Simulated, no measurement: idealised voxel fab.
voxel released beams: a process module
We display cut, a cross-section 180 nm in width whose square cells are each 5 nm.
Cross-section layout: square cells on a grid; listed as bands, top to bottom; a band spans one or more cell rows. A band entry consists of two parts. The first gives the height of the band's top and the height of its bottom, in nm. The rest lists the band's materials from left to right, each with its width in nm. A single material labelled with the word "full width" fills the band from edge to edge, and the word "empty" marks empty space. Convention: height 0 is the level below which the wafer, as received, is all one material. The lowest band does not terminate at the bottom but continues downward, represented as "top 0, no bottom". You'd read "30..40" like this: the band's top row of cells is as wide as the first number, its bottom row is as wide as the second, and going down, every row changes width by the same amount as the row before did. The designation "all unchanged", where it is given for a processing step, indicates that no cell of the cross-section was altered in the course of that step. Any empty space of 8 cells or more lacking an open way to the top shows up in "Closed internal cavities" as width x height at distance, distance from the left edge, in nm. If you see something after the settings on a step's line, that's the simulator's own remark about that step. overlay nm, on a step with a mask: how far to the right of its planned place the mask lay; to the left if negative.
Plan:
- 1: RECEIVE [material Si]
- 2: CONFORMAL_DEP [material SiN] [thk nm 5]
- 3: DIRECTIONAL_DEP [material SiO2] [thk nm 15]
- 4: DIRECTIONAL_DEP [material aC] [thk nm 15]
- 5: PATTERN [tone open] [mask id ANCHOR] [material resist] [width nm 25] [thk nm 30] [overlay nm 0]
- 6: DIRECTIONAL_ETCH [etch materials aC] [depth nm 15]
- 7: STRIP [etch materials resist]
- 8: DIRECTIONAL_ETCH [etch materials SiO2] [depth nm 15]
- 9: STRIP [etch materials aC]
- 10: CONFORMAL_DEP [material polySi] [thk nm 10]
- 11: DIRECTIONAL_DEP [material aC] [thk nm 15]
- 12: PATTERN [tone cover] [mask id BEAM] [material resist] [width nm 110] [thk nm 30] [overlay nm 0]
- 13: DIRECTIONAL_ETCH [etch materials aC] [depth nm 15]
- 14: STRIP [etch materials resist]
- 15: DIRECTIONAL_ETCH [etch materials polySi] [depth nm 10]
- 16: STRIP [etch materials aC]
- 17: STRIP [etch materials SiO2]
First of the two wafers, run per plan:
Wafer as received: cross-section following step 1:
- top 0, no bottom: Si full width
- Closed internal cavities: none
Wafer section view after processing step 2:
- top 5, bottom 0: SiN full width
- Below a height of 0, the structure has not been altered.
Wafer section view after processing step 3:
- top 20, bottom 5: SiO2 full width
- Below a height of 5, the structure has not been altered.
Wafer section view after processing step 4:
- top 35, bottom 20: aC full width
- Below a height of 20, the structure has not been altered.
Wafer section view after processing step 5:
- top 65, bottom 35: 35 of resist | 25 of empty | 120 of resist
- Below a height of 35, the structure has not been altered.
Wafer section view after processing step 6:
- top 50, bottom 35: 35 of resist | 25 of empty | 120 of resist
- top 35, bottom 20: 35 of aC | 25 of empty | 120 of aC
- Below a height of 20, the structure has not been altered.
Wafer section view after processing step 7:
- top 35, bottom 20: 35 of aC | 25 of empty | 120 of aC
- Below a height of 20, the structure has not been altered.
Wafer section view after processing step 8:
- top 35, bottom 20: 35 of aC | 25 of empty | 120 of aC
- top 20, bottom 5: 35 of SiO2 | 25 of empty | 120 of SiO2
- Below a height of 5, the structure has not been altered.
Wafer section view after processing step 9:
- top 20, bottom 5: 35 of SiO2 | 25 of empty | 120 of SiO2
- Below a height of 5, the structure has not been altered.
Wafer section view after processing step 10:
- top 30, bottom 20: 45 of polySi | 5 of empty | 130 of polySi
- top 20, bottom 15: 35 of SiO2 | 10 of polySi | 5 of empty | 10 of polySi | 120 of SiO2
- top 15, bottom 5: 35 of SiO2 | 25 of polySi | 120 of SiO2
- Below a height of 5, the structure has not been altered.
Wafer section view after processing step 11:
- top 45, bottom 30: 45 of aC | 5 of empty | 130 of aC
- top 30, bottom 20: 45 of polySi | 5 of aC | 130 of polySi
- top 20, bottom 15: 35 of SiO2 | 10 of polySi | 5 of aC | 10 of polySi | 120 of SiO2
- Below a height of 15, the structure has not been altered.
Wafer section view after processing step 12:
- top 75, bottom 45: 30 of empty | 110 of resist | 40 of empty
- top 45, bottom 30: 45 of aC | 5 of resist | 130 of aC
- Below a height of 30, the structure has not been altered.
Wafer section view after processing step 13:
- top 60, bottom 45: 30 of empty | 110 of resist | 40 of empty
- top 45, bottom 30: 30 of empty | 15 of aC | 5 of resist | 90 of aC | 40 of empty
- Below a height of 30, the structure has not been altered.
Wafer section view after processing step 14:
- top 45, bottom 30: 30 of empty | 15 of aC | 5 of empty | 90 of aC | 40 of empty
- Below a height of 30, the structure has not been altered.
Wafer section view after processing step 15:
- top 45, bottom 30: 30 of empty | 15 of aC | 5 of empty | 90 of aC | 40 of empty
- top 30, bottom 20: 30 of empty | 15 of polySi | 5 of aC | 90 of polySi | 40 of empty
- Below a height of 20, the structure has not been altered.
Wafer section view after processing step 16:
- top 30, bottom 20: 30 of empty | 15 of polySi | 5 of empty | 90 of polySi | 40 of empty
- top 20, bottom 15: 35 of SiO2 | 10 of polySi | 5 of empty | 10 of polySi | 120 of SiO2
- Below a height of 15, the structure has not been altered.
Wafer section view after processing step 17:
- top 30, bottom 20: 30 of empty | 15 of polySi | 5 of empty | 90 of polySi | 40 of empty
- top 20, bottom 15: 35 of empty | 10 of polySi | 5 of empty | 10 of polySi | 120 of empty
- top 15, bottom 5: 35 of empty | 25 of polySi | 120 of empty
- Below a height of 5, the structure has not been altered.
It is to be noted that the second wafer proceeded from the same initial state and according to the same plan as the first, although one mistake was committed in its execution; through step 6, inclusive, the two wafers share an identical history:
Second wafer profile in section, at the moment step 7 of the plan was meant to be complete:
- top 35, bottom 20: 35 of aC | 25 of empty | 120 of aC
- Below a height of 20, the structure has not been altered.
Second wafer profile in section, at the moment step 8 of the plan was meant to be complete:
- top 35, bottom 20: 35 of aC | 25 of empty | 120 of aC
- top 20, bottom 5: 35 of SiO2 | 25 of empty | 120 of SiO2
- Below a height of 5, the structure has not been altered.
Second wafer profile in section, at the moment step 9 of the plan was meant to be complete:
- top 20, bottom 5: 35 of SiO2 | 25 of empty | 120 of SiO2
- Below a height of 5, the structure has not been altered.
Second wafer profile in section, at the moment step 10 of the plan was meant to be complete:
- top 30, bottom 20: 45 of polySi | 5 of empty | 130 of polySi
- top 20, bottom 15: 35 of SiO2 | 10 of polySi | 5 of empty | 10 of polySi | 120 of SiO2
- top 15, bottom 5: 35 of SiO2 | 25 of polySi | 120 of SiO2
- Below a height of 5, the structure has not been altered.
Second wafer profile in section, at the moment step 11 of the plan was meant to be complete:
- top 45, bottom 30: 45 of aC | 5 of empty | 130 of aC
- top 30, bottom 20: 45 of polySi | 5 of aC | 130 of polySi
- top 20, bottom 15: 35 of SiO2 | 10 of polySi | 5 of aC | 10 of polySi | 120 of SiO2
- Below a height of 15, the structure has not been altered.
Second wafer profile in section, at the moment step 12 of the plan was meant to be complete:
- top 75, bottom 45: 30 of empty | 110 of resist | 40 of empty
- top 45, bottom 30: 45 of aC | 5 of resist | 130 of aC
- Below a height of 30, the structure has not been altered.
Second wafer profile in section, at the moment step 13 of the plan was meant to be complete:
- top 60, bottom 45: 30 of empty | 110 of resist | 40 of empty
- top 45, bottom 30: 30 of empty | 15 of aC | 5 of resist | 90 of aC | 40 of empty
- Below a height of 30, the structure has not been altered.
Second wafer profile in section, at the moment step 14 of the plan was meant to be complete:
- top 45, bottom 30: 30 of empty | 15 of aC | 5 of empty | 90 of aC | 40 of empty
- Below a height of 30, the structure has not been altered.
Second wafer profile in section, at the moment step 15 of the plan was meant to be complete:
- top 45, bottom 30: 30 of empty | 15 of aC | 5 of empty | 90 of aC | 40 of empty
- top 30, bottom 20: 30 of empty | 15 of polySi | 5 of aC | 90 of polySi | 40 of empty
- Below a height of 20, the structure has not been altered.
Second wafer profile in section, at the moment step 16 of the plan was meant to be complete:
- top 30, bottom 20: 30 of empty | 15 of polySi | 5 of empty | 90 of polySi | 40 of empty
- top 20, bottom 15: 35 of SiO2 | 10 of polySi | 5 of empty | 10 of polySi | 120 of SiO2
- Below a height of 15, the structure has not been altered.
Second wafer profile in section, at the moment step 17 of the plan was meant to be complete:
- top 30, bottom 20: 30 of empty | 15 of polySi | 5 of empty | 90 of polySi | 40 of empty
- top 20, bottom 15: 35 of empty | 10 of polySi | 5 of empty | 10 of polySi | 120 of empty
- top 15, bottom 5: 35 of empty | 25 of polySi | 120 of empty
- Below a height of 5, the structure has not been altered.
The mistake made against the process plan was this: yeah, plan step 7 got run twice
The two wafers finish with the same cross-section, and therefore the mistake leaves the computed outcome of this model unchanged.
